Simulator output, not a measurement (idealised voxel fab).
The process module that follows is named voxel released beams.
cross-section cut | 160 nm wide | cells 5 nm
When this document writes out a cross-section, it uses a grid of square cells and lists it as bands, beginning at the top and moving down, with a band standing for one or more rows of cells. First you get the band's top height and its bottom height, in nm, and then the materials it's made of, left to right, with each width in nm. If you see a single material with "all across", that one covers the band edge to edge. "air" is empty space. Note: height 0 marks the level under which the wafer is uniformly one material as received. Lowest band unbounded below, written "z 0 and below". Think of "30..40" as a width that walks from the first number to the second as you go down the band, top row to bottom row, taking equal-sized steps from row to row. It should be understood that the words "same as before", when stated for a given step, signify that the cross-section underwent no change in any of its cells during that step. The label "Closed empty spaces" introduces a list of the empty spaces, 8 cells or larger, that have no open way up to the top; each entry in it reads width x height at distance, where the distance is taken from the left edge and all three are stated in nm. On each step's line, the part that comes after the settings is the simulator's own comment on the step. overlay nm: mask offset rightward from planned place, masked step; negative means leftward offset.

Steps in the process plan
- 1: RECEIVE | material Si
- 2: CONFORMAL_DEP | material SiN | thk nm 5
- 3: DIRECTIONAL_DEP | material SiO2 | thk nm 20
- 4: MASKED_ETCH | tone open | mask id ANCHOR | width nm 45 | etch materials SiO2 | depth nm 20 | overlay nm 0
- 5: CONFORMAL_DEP | material polySi | thk nm 15
- 6: MASKED_ETCH | tone cover | mask id BEAM | width nm 115 | etch materials polySi | depth nm 15 | overlay nm 0
- 7: STRIP | etch materials SiO2

Cross-section of the wafer upon arrival, representing the state reached after step 1
* z 0 and below: Si all across
* Closed empty spaces: none

Wafer at module end, in section. Began as above, planned as above, run with one mistake
* z 35 to 20: air=20, polySi=20, air=15, polySi=80, air=25
* z 20 to 15: air=25, polySi=15, air=15, polySi=15, air=90
* z 15 to 0: air=25, polySi=45, air=90
* z 0 and below: Si all across
* Closed empty spaces: none
It is concluded that the wafer was processed incorrectly with respect to the plan, in that the run left out plan step 2 entirely, so it was never executed
